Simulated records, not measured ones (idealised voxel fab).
This is a process module. Its name is voxel spacer lines.
Xsec cut, 250 nm wide, square cell size 5 nm.
Throughout this document, each cross-section is represented as a grid of square cells and is presented as a sequence of bands enumerated from the top downward, where a band comprises one or more rows of cells. For a band, the entry starts with two heights in nm, that of the top and then that of the bottom, and carries on with the band's materials in order from left to right, each alongside its width in nm; the word "edge to edge" beside a single material means it fills the band edge to edge, and "blank" means empty space. Heights are reckoned from 0. Under this level, the received wafer is all of one material. The bottommost band is open-ended downward, for example "from 0 down". You'd read "30..40" like this: the band's top row of cells is as wide as the first number, its bottom row is as wide as the second, and going down, every row changes width by the same amount as the row before did. Reading "nothing changed" for a step: not a cell of the cross-section changed in it. The entry "closed voids" lists the empty spaces that cover at least 8 cells and have no open path to the top. Each is written as width x height at distance, where the distance is measured from the left edge and all three values are in nm. Past the settings on a step's line: simulator remark, on that step. "overlay nm", when on a step's line for a step with a mask, measures how far to the right of its planned place the mask lay; a negative measure means to the left.

# Planned process steps
1) RECEIVE with material Si
2) CONFORMAL_DEP with material Al2O3, thk nm 5
3) DIRECTIONAL_DEP with material SiN, thk nm 10
4) DIRECTIONAL_DEP with material aC, thk nm 20
5) PATTERN with tone cover, mask id MANDREL, material resist, width nm 15, pitch nm 50, thk nm 30, overlay nm 0
6) DIRECTIONAL_ETCH with etch materials aC, depth nm 20
7) STRIP with etch materials resist
8) CONFORMAL_DEP with material SiO2, thk nm 10
9) DIRECTIONAL_ETCH with etch materials SiO2, depth nm 10
10) STRIP with etch materials aC
11) DIRECTIONAL_ETCH with etch materials SiN, depth nm 10
12) STRIP with etch materials SiO2
13) FILL_DEP with material SiO2, thk nm 10
14) CMP with height nm 15

# Account of the first of two wafers, which was processed as intended

# As received (post step 1): cross-section
* from 0 down: Si edge to edge
* closed voids: none

# Cross-section of the wafer subsequent to step 2
* from 5 to 0: Al2O3 edge to edge
* Below 0, the layers are the same as they were.

# Cross-section of the wafer subsequent to step 3
* from 15 to 5: SiN edge to edge
* Below 5, the layers are the same as they were.

# Cross-section of the wafer subsequent to step 4
* from 35 to 15: aC edge to edge
* Below 15, the layers are the same as they were.

# Cross-section of the wafer subsequent to step 5
* from 65 to 35: 65 of blank / 15 of resist / 35 of blank / 15 of resist / 35 of blank / 15 of resist / 70 of blank
* Below 35, the layers are the same as they were.

# Cross-section of the wafer subsequent to step 6
* from 45 to 35: 65 of blank / 15 of resist / 35 of blank / 15 of resist / 35 of blank / 15 of resist / 70 of blank
* from 35 to 15: 65 of blank / 15 of aC / 35 of blank / 15 of aC / 35 of blank / 15 of aC / 70 of blank
* Below 15, the layers are the same as they were.

# Cross-section of the wafer subsequent to step 7
* from 35 to 15: 65 of blank / 15 of aC / 35 of blank / 15 of aC / 35 of blank / 15 of aC / 70 of blank
* Below 15, the layers are the same as they were.

# Cross-section of the wafer subsequent to step 8
* from 45 to 35: 55 of blank / 35 of SiO2 / 15 of blank / 35 of SiO2 / 15 of blank / 35 of SiO2 / 60 of blank
* from 35 to 25: 55 of blank / 10 of SiO2 / 15 of aC / 10 of SiO2 / 15 of blank / 10 of SiO2 / 15 of aC / 10 of SiO2 / 15 of blank / 10 of SiO2 / 15 of aC / 10 of SiO2 / 60 of blank
* from 25 to 15: 65 of SiO2 / 15 of aC / 35 of SiO2 / 15 of aC / 35 of SiO2 / 15 of aC / 70 of SiO2
* Below 15, the layers are the same as they were.

# Cross-section of the wafer subsequent to step 9
* from 35 to 15: 55 of blank / 10 of SiO2 / 15 of aC / 10 of SiO2 / 15 of blank / 10 of SiO2 / 15 of aC / 10 of SiO2 / 15 of blank / 10 of SiO2 / 15 of aC / 10 of SiO2 / 60 of blank
* Below 15, the layers are the same as they were.

# Cross-section of the wafer subsequent to step 10
* from 35 to 15: 55 of blank / 10 of SiO2 / 15 of blank / 10 of SiO2 / 15 of blank / 10 of SiO2 / 15 of blank / 10 of SiO2 / 15 of blank / 10 of SiO2 / 15 of blank / 10 of SiO2 / 60 of blank
* Below 15, the layers are the same as they were.

# Cross-section of the wafer subsequent to step 11
* from 35 to 15: 55 of blank / 10 of SiO2 / 15 of blank / 10 of SiO2 / 15 of blank / 10 of SiO2 / 15 of blank / 10 of SiO2 / 15 of blank / 10 of SiO2 / 15 of blank / 10 of SiO2 / 60 of blank
* from 15 to 5: 55 of blank / 10 of SiN / 15 of blank / 10 of SiN / 15 of blank / 10 of SiN / 15 of blank / 10 of SiN / 15 of blank / 10 of SiN / 15 of blank / 10 of SiN / 60 of blank
* Below 5, the layers are the same as they were.

# Cross-section of the wafer subsequent to step 12
* from 15 to 5: 55 of blank / 10 of SiN / 15 of blank / 10 of SiN / 15 of blank / 10 of SiN / 15 of blank / 10 of SiN / 15 of blank / 10 of SiN / 15 of blank / 10 of SiN / 60 of blank
* Below 5, the layers are the same as they were.

# Cross-section of the wafer subsequent to step 13
* from 25 to 15: SiO2 edge to edge
* from 15 to 5: 55 of SiO2 / 10 of SiN / 15 of SiO2 / 10 of SiN / 15 of SiO2 / 10 of SiN / 15 of SiO2 / 10 of SiN / 15 of SiO2 / 10 of SiN / 15 of SiO2 / 10 of SiN / 60 of SiO2
* Below 5, the layers are the same as they were.

# Cross-section of the wafer subsequent to step 14
* from 15 to 5: 55 of SiO2 / 10 of SiN / 15 of SiO2 / 10 of SiN / 15 of SiO2 / 10 of SiN / 15 of SiO2 / 10 of SiN / 15 of SiO2 / 10 of SiN / 15 of SiO2 / 10 of SiN / 60 of SiO2
* Below 5, the layers are the same as they were.

# Wafer two of the pair: same origin, same plan, one error during the run; identical to wafer one up to and including step 4

# The second wafer in cross-section, at the planned close of step 5
* from 65 to 35: 60 of blank / 25 of resist / 25 of blank / 25 of resist / 25 of blank / 25 of resist / 65 of blank
* Below 35, the layers are the same as they were.

# The second wafer in cross-section, at the planned close of step 6
* from 45 to 35: 60 of blank / 25 of resist / 25 of blank / 25 of resist / 25 of blank / 25 of resist / 65 of blank
* from 35 to 15: 60 of blank / 25 of aC / 25 of blank / 25 of aC / 25 of blank / 25 of aC / 65 of blank
* Below 15, the layers are the same as they were.

# The second wafer in cross-section, at the planned close of step 7
* from 35 to 15: 60 of blank / 25 of aC / 25 of blank / 25 of aC / 25 of blank / 25 of aC / 65 of blank
* Below 15, the layers are the same as they were.

# The second wafer in cross-section, at the planned close of step 8
* from 45 to 35: 50 of blank / 45 of SiO2 / 5 of blank / 45 of SiO2 / 5 of blank / 45 of SiO2 / 55 of blank
* from 35 to 25: 50 of blank / 10 of SiO2 / 25 of aC / 10 of SiO2 / 5 of blank / 10 of SiO2 / 25 of aC / 10 of SiO2 / 5 of blank / 10 of SiO2 / 25 of aC / 10 of SiO2 / 55 of blank
* from 25 to 15: 60 of SiO2 / 25 of aC / 25 of SiO2 / 25 of aC / 25 of SiO2 / 25 of aC / 65 of SiO2
* Below 15, the layers are the same as they were.

# The second wafer in cross-section, at the planned close of step 9
* from 35 to 15: 50 of blank / 10 of SiO2 / 25 of aC / 10 of SiO2 / 5 of blank / 10 of SiO2 / 25 of aC / 10 of SiO2 / 5 of blank / 10 of SiO2 / 25 of aC / 10 of SiO2 / 55 of blank
* Below 15, the layers are the same as they were.

# The second wafer in cross-section, at the planned close of step 10
* from 35 to 15: 50 of blank / 10 of SiO2 / 25 of blank / 10 of SiO2 / 5 of blank / 10 of SiO2 / 25 of blank / 10 of SiO2 / 5 of blank / 10 of SiO2 / 25 of blank / 10 of SiO2 / 55 of blank
* Below 15, the layers are the same as they were.

# The second wafer in cross-section, at the planned close of step 11
* from 35 to 15: 50 of blank / 10 of SiO2 / 25 of blank / 10 of SiO2 / 5 of blank / 10 of SiO2 / 25 of blank / 10 of SiO2 / 5 of blank / 10 of SiO2 / 25 of blank / 10 of SiO2 / 55 of blank
* from 15 to 5: 50 of blank / 10 of SiN / 25 of blank / 10 of SiN / 5 of blank / 10 of SiN / 25 of blank / 10 of SiN / 5 of blank / 10 of SiN / 25 of blank / 10 of SiN / 55 of blank
* Below 5, the layers are the same as they were.

# The second wafer in cross-section, at the planned close of step 12
* from 15 to 5: 50 of blank / 10 of SiN / 25 of blank / 10 of SiN / 5 of blank / 10 of SiN / 25 of blank / 10 of SiN / 5 of blank / 10 of SiN / 25 of blank / 10 of SiN / 55 of blank
* Below 5, the layers are the same as they were.

# The second wafer in cross-section, at the planned close of step 13
* from 25 to 15: SiO2 edge to edge
* from 15 to 5: 50 of SiO2 / 10 of SiN / 25 of SiO2 / 10 of SiN / 5 of SiO2 / 10 of SiN / 25 of SiO2 / 10 of SiN / 5 of SiO2 / 10 of SiN / 25 of SiO2 / 10 of SiN / 55 of SiO2
* Below 5, the layers are the same as they were.

# The second wafer in cross-section, at the planned close of step 14
* from 15 to 5: 50 of SiO2 / 10 of SiN / 25 of SiO2 / 10 of SiN / 5 of SiO2 / 10 of SiN / 25 of SiO2 / 10 of SiN / 5 of SiO2 / 10 of SiN / 25 of SiO2 / 10 of SiN / 55 of SiO2
* Below 5, the layers are the same as they were.
Here's what went sideways: note that step 5 departed from the planned setting and was carried out as PATTERN with tone cover, mask id MANDREL, material resist, width nm 25, pitch nm 50, thk nm 30, overlay nm 0
At the close, every material occupies the same number of cells on the second wafer as on the first, only in different positions.
